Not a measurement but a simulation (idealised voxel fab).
process module | voxel wiring stack
cross-section cut | 300 nm wide | cells 5 nm
A cross-section is a grid of square cells, given in bands from the top down. A band is one or more rows of cells.
Each band's line starts with the height of the band's top and of its bottom, in nm. Then come its materials from left to right, each with its width in nm. One material with "throughout" fills the band from edge to edge. "air" is empty space.
Height 0 is the level under which the wafer as received is all one material. The lowest band goes on downwards, as in "0 down".
A width such as "30 to 40" changes by the same amount from each row of cells to the next, from the band's top row to its bottom row.
"no change" after a step means that no cell of the cross-section changed.
closed voids: empty space of 8 cells or more with no open way to the top, each as width x height at its distance from the left edge, in nm
after a step's settings: what the simulator itself notes on the step
overlay nm, on a step with a mask: how far to the right of its planned place the mask lay; to the left if negative
plan
1 op RECEIVE | material Si
2 op CONFORMAL_DEP | material SiO2 | thk nm 10
3 op DIRECTIONAL_DEP | material TiN | thk nm 5
4 op DIRECTIONAL_DEP | material Ru | thk nm 15
5 op PATTERN | tone cover | mask id METAL_1 | material resist | width nm 20 | pitch nm 40 | thk nm 15 | overlay nm 0
6 op DIRECTIONAL_ETCH | etch materials Ru | depth nm 15
7 op DIRECTIONAL_ETCH | etch materials TiN | depth nm 5
8 op STRIP | etch materials resist
9 op CONFORMAL_DEP | material SiCN | thk nm 5
10 op FILL_DEP | material SiO2 | thk nm 5
11 op CMP | height nm 30
12 op CONFORMAL_DEP | material SiCN | thk nm 5
13 op DIRECTIONAL_DEP | material SiO2 | thk nm 15
14 op DIRECTIONAL_DEP | material aC | thk nm 15
15 op PATTERN | tone open | mask id PLUG_1 | material resist | width nm 15 | pitch nm 40 | thk nm 30 | overlay nm 0
16 op DIRECTIONAL_ETCH | etch materials aC | depth nm 15
17 op STRIP | etch materials resist
18 op DIRECTIONAL_ETCH | etch materials SiO2 | depth nm 15
19 op DIRECTIONAL_ETCH | etch materials SiCN | depth nm 5
20 op STRIP | etch materials aC
21 op CONFORMAL_DEP | material TiN | thk nm 5
22 op FILL_DEP | material Cu | thk nm 5
23 op CMP | height nm 50
24 op CONFORMAL_DEP | material SiN | thk nm 5
25 op DIRECTIONAL_DEP | material lowk | thk nm 20
26 op DIRECTIONAL_DEP | material aC | thk nm 15
27 op PATTERN | tone open | mask id METAL_2 | material resist | width nm 20 | pitch nm 40 | thk nm 30 | overlay nm 0
28 op DIRECTIONAL_ETCH | etch materials aC | depth nm 15
29 op STRIP | etch materials resist
30 op DIRECTIONAL_ETCH | etch materials lowk | depth nm 20
31 op DIRECTIONAL_ETCH | etch materials SiN | depth nm 5
32 op STRIP | etch materials aC
33 op CONFORMAL_DEP | material TiN | thk nm 5
34 op FILL_DEP | material Cu | thk nm 5
35 op CMP | height nm 75
36 op CONFORMAL_DEP | material SiCN | thk nm 5
37 op DIRECTIONAL_DEP | material lowk | thk nm 30
38 op PATTERN | tone open | mask id METAL_3_HOLES | material resist | width nm 15 | thk nm 20 | overlay nm 0
39 op DIRECTIONAL_ETCH | etch materials lowk | depth nm 30
40 op STRIP | etch materials resist
41 op MASKED_ETCH | tone open | mask id METAL_3 | width nm 20 | pitch nm 40 | etch materials lowk | depth nm 15 | overlay nm 0
42 op MASKED_ETCH | tone open | mask id METAL_3 | width nm 20 | pitch nm 40 | etch materials SiCN | depth nm 5 | overlay nm 0
43 op CONFORMAL_DEP | material TiN | thk nm 5
44 op FILL_DEP | material Ru | thk nm 5
45 op CMP | height nm 110
46 op CONFORMAL_DEP | material SiN | thk nm 5
as received, after step 1
  0 down: Si throughout
  closed voids: none
first wafer at the end, as planned
  115 to 110: SiN throughout
  110 to 100: lowk 120 | TiN 5 | Ru 10 | TiN 5 | lowk 20 | TiN 5 | Ru 10 | TiN 5 | lowk 120
  100 to 95: lowk 120 | TiN 5 | Ru 5 | TiN 10 | lowk 20 | TiN 20 | lowk 120
  95 to 80: lowk 120 | TiN 5 | Ru 5 | TiN 5 | lowk 165
  80 to 75: SiCN 120 | TiN 15 | SiCN 165
  75 to 55: lowk 120 | TiN 5 | Cu 10 | TiN 5 | lowk 20 | TiN 5 | Cu 10 | TiN 5 | lowk 120
  55 to 50: SiN 120 | TiN 20 | SiN 20 | TiN 20 | SiN 120
  50 to 35: SiO2 120 | TiN 5 | Cu 5 | TiN 5 | SiO2 25 | TiN 5 | Cu 5 | TiN 5 | SiO2 125
  35 to 30: SiCN 120 | TiN 15 | SiCN 25 | TiN 15 | SiCN 125
  30 to 15: SiO2 115 | SiCN 5 | Ru 20 | SiCN 5 | SiO2 10 | SiCN 5 | Ru 20 | SiCN 5 | SiO2 115
  15 to 10: SiCN 120 | TiN 20 | SiCN 20 | TiN 20 | SiCN 120
  10 to 0: SiO2 throughout
  0 down: Si throughout
  closed voids: none
second wafer at the end: like start, like plan, one mistake
  115 to 110: SiN throughout
  110 to 100: lowk 120 | TiN 5 | Ru 10 | TiN 5 | lowk 20 | TiN 5 | Ru 10 | TiN 5 | lowk 120
  100 to 95: lowk 120 | TiN 5 | Ru 5 | TiN 10 | lowk 20 | TiN 20 | lowk 120
  95 to 80: lowk 120 | TiN 5 | Ru 5 | TiN 5 | lowk 165
  80 to 75: SiCN 120 | TiN 15 | SiCN 165
  75 to 55: lowk 120 | TiN 5 | Cu 10 | TiN 5 | lowk 20 | TiN 5 | Cu 10 | TiN 5 | lowk 120
  55 to 50: SiN 120 | TiN 20 | SiN 20 | TiN 20 | SiN 120
  50 to 35: SiO2 120 | TiN 5 | Cu 5 | TiN 5 | SiO2 25 | TiN 5 | Cu 5 | TiN 5 | SiO2 125
  35 to 30: SiCN 120 | TiN 15 | SiCN 25 | TiN 15 | SiCN 125
  30 to 15: Ru 120 | SiCN 5 | SiO2 10 | SiCN 5 | Ru 20 | SiCN 5 | SiO2 10 | SiCN 5 | Ru 120
  15 to 10: TiN 120 | SiCN 20 | TiN 20 | SiCN 20 | TiN 120
  10 to 0: SiO2 throughout
  0 down: Si throughout
  closed voids: none
what went wrong: step 5 ran as: op PATTERN | tone open | mask id METAL_1 | material resist | width nm 20 | pitch nm 40 | thk nm 15 | overlay nm 0
at the end the second wafer has, in cells: 132 more of Ru | 44 fewer of SiCN | 132 fewer of SiO2 | 44 more of TiN
